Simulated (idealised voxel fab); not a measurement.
Process module name: voxel transistor to metal
Shown is cross-section cut, with a width of 170 nm and square cells of size 5 nm.
Think of the cross-section as a grid of square cells. We describe it in bands, top to bottom, and each band covers one or more rows of those cells. Each band's line starts with the height of the band's top and of its bottom, in nm. Then come its materials from left to right, each with its width in nm. One material with "everywhere" fills the band from edge to edge. "air" is empty space. Below 0: as-received wafer, all one material; heights counted from there. Lowest band: no bottom, goes on down, written "0 nm and below". Graded width ("30->40"): value in top row of band = first number; value in bottom row = second number; row-to-row change constant. You'll sometimes find "no alterations made" written for a step, and that's the way of saying that nowhere in the cross-section did a cell change during that step. Each empty space that has no open way to the top and spans at least 8 cells appears under "Sealed cavities" as width x height at distance, the distance counted from the left edge, all in nm. That trailing text on a step's line, after the settings, is the simulator's own remark on the step. overlay nm: on a step with a mask, how far right of its planned place the mask lay; negative means left.
List of planned process steps
1. RECEIVE [material Si]
2. OXIDIZE [depth nm 5]
3. CONFORMAL_DEP [material SiN] [thk nm 15]
4. PATTERN [tone cover] [mask id ACTIVE] [material resist] [width nm 100] [thk nm 15] [overlay nm 0]
5. DIRECTIONAL_ETCH [etch materials SiN] [depth nm 15]
6. DIRECTIONAL_ETCH [etch materials SiO2] [depth nm 5]
7. DIRECTIONAL_ETCH [etch materials Si] [depth nm 25]
8. STRIP [etch materials resist]
9. OXIDIZE [depth nm 5]
10. FILL_DEP [material SiO2] [thk nm 5]
11. CMP [height nm 15]
12. SELECTIVE_ETCH [etch materials SiO2] [depth nm 5]
13. STRIP [etch materials SiN]
14. SELECTIVE_ETCH [etch materials SiO2] [depth nm 5]
15. OXIDIZE [depth nm 5]
16. DIRECTIONAL_DEP [material polySi] [thk nm 30]
17. DIRECTIONAL_DEP [material SiCN] [thk nm 10]
18. PATTERN [tone cover] [mask id GATE] [material resist] [width nm 20] [thk nm 15] [overlay nm 0]
19. DIRECTIONAL_ETCH [etch materials SiCN] [depth nm 20]
20. DIRECTIONAL_ETCH [etch materials polySi] [depth nm 40]
21. STRIP [etch materials resist]
22. CONFORMAL_DEP [material SiO2] [thk nm 5]
23. DIRECTIONAL_ETCH [etch materials SiO2] [depth nm 5]
24. CONFORMAL_DEP [material SiN] [thk nm 5]
25. DIRECTIONAL_ETCH [etch materials SiN] [depth nm 5]
26. DIRECTIONAL_ETCH [etch materials SiO2] [depth nm 5]
27. DIRECTIONAL_ETCH [etch materials Si] [depth nm 5]
28. EPI [material pSi] [thk nm 5]
29. FILL_DEP [material SiO2] [thk nm 10]
30. CMP [height nm 35]
31. DIRECTIONAL_DEP [material SiO2] [thk nm 15]
32. MASKED_ETCH [tone open] [mask id CONTACT] [width nm 30] [pitch nm 60] [etch materials SiO2] [depth nm 60] [overlay nm 0]
33. CONFORMAL_DEP [material TiN] [thk nm 5]
34. FILL_DEP [material W] [thk nm 5]
35. CMP [height nm 50]
36. CONFORMAL_DEP [material SiN] [thk nm 5]
37. DIRECTIONAL_DEP [material SiO2] [thk nm 15]
38. DIRECTIONAL_DEP [material aC] [thk nm 15]
39. PATTERN [tone open] [mask id METAL_1] [material resist] [width nm 20] [pitch nm 70] [thk nm 30] [overlay nm 0]
40. DIRECTIONAL_ETCH [etch materials aC] [depth nm 15]
41. STRIP [etch materials resist]
42. DIRECTIONAL_ETCH [etch materials SiO2] [depth nm 15]
43. DIRECTIONAL_ETCH [etch materials SiN] [depth nm 5]
44. STRIP [etch materials aC]
45. CONFORMAL_DEP [material TiN] [thk nm 5]
46. FILL_DEP [material Cu] [thk nm 5]
47. CMP [height nm 70]
48. CONFORMAL_DEP [material SiN] [thk nm 5]
As received, after step 1
  0 nm and below: Si everywhere
  Sealed cavities: none
Module complete, cross-section. Starting point and plan per above. One mistake made in running the module
  75 nm to 70 nm: SiN everywhere
  70 nm to 55 nm: SiO2 (40)  TiN (5)  Cu (10)  TiN (5)  SiO2 (50)  TiN (5)  Cu (10)  TiN (5)  SiO2 (40)
  55 nm to 50 nm: SiN (40)  TiN (20)  SiN (50)  TiN (20)  SiN (40)
  50 nm to 35 nm: SiO2 (40)  TiN (5)  W (20)  TiN (5)  SiO2 (30)  TiN (5)  W (20)  TiN (5)  SiO2 (40)
  35 nm to 25 nm: SiO2 (40)  TiN (5)  W (20)  TiN (5)  SiO2 (5)  SiCN (20)  SiO2 (5)  TiN (5)  W (20)  TiN (5)  SiO2 (40)
  25 nm to 0 nm: SiO2 (40)  TiN (5)  W (20)  TiN (5)  SiO2 (5)  polySi (20)  SiO2 (5)  TiN (5)  W (20)  TiN (5)  SiO2 (40)
  0 nm to -5 nm: SiO2 (40)  TiN (5)  W (15)  TiN (10)  SiO2 (5)  polySi (20)  SiO2 (5)  TiN (10)  W (15)  TiN (5)  SiO2 (40)
  -5 nm to -10 nm: SiO2 (40)  TiN (25)  pSi (5)  SiO2 (30)  pSi (5)  TiN (25)  SiO2 (40)
  -10 nm to -15 nm: SiO2 (40)  pSi (30)  Si (30)  pSi (30)  SiO2 (40)
  -15 nm to -35 nm: SiO2 (40)  Si (90)  SiO2 (40)
  -35 nm and below: Si everywhere
  Sealed cavities: none
What went wrong in running the wafer? plan step 24: skipped, not run
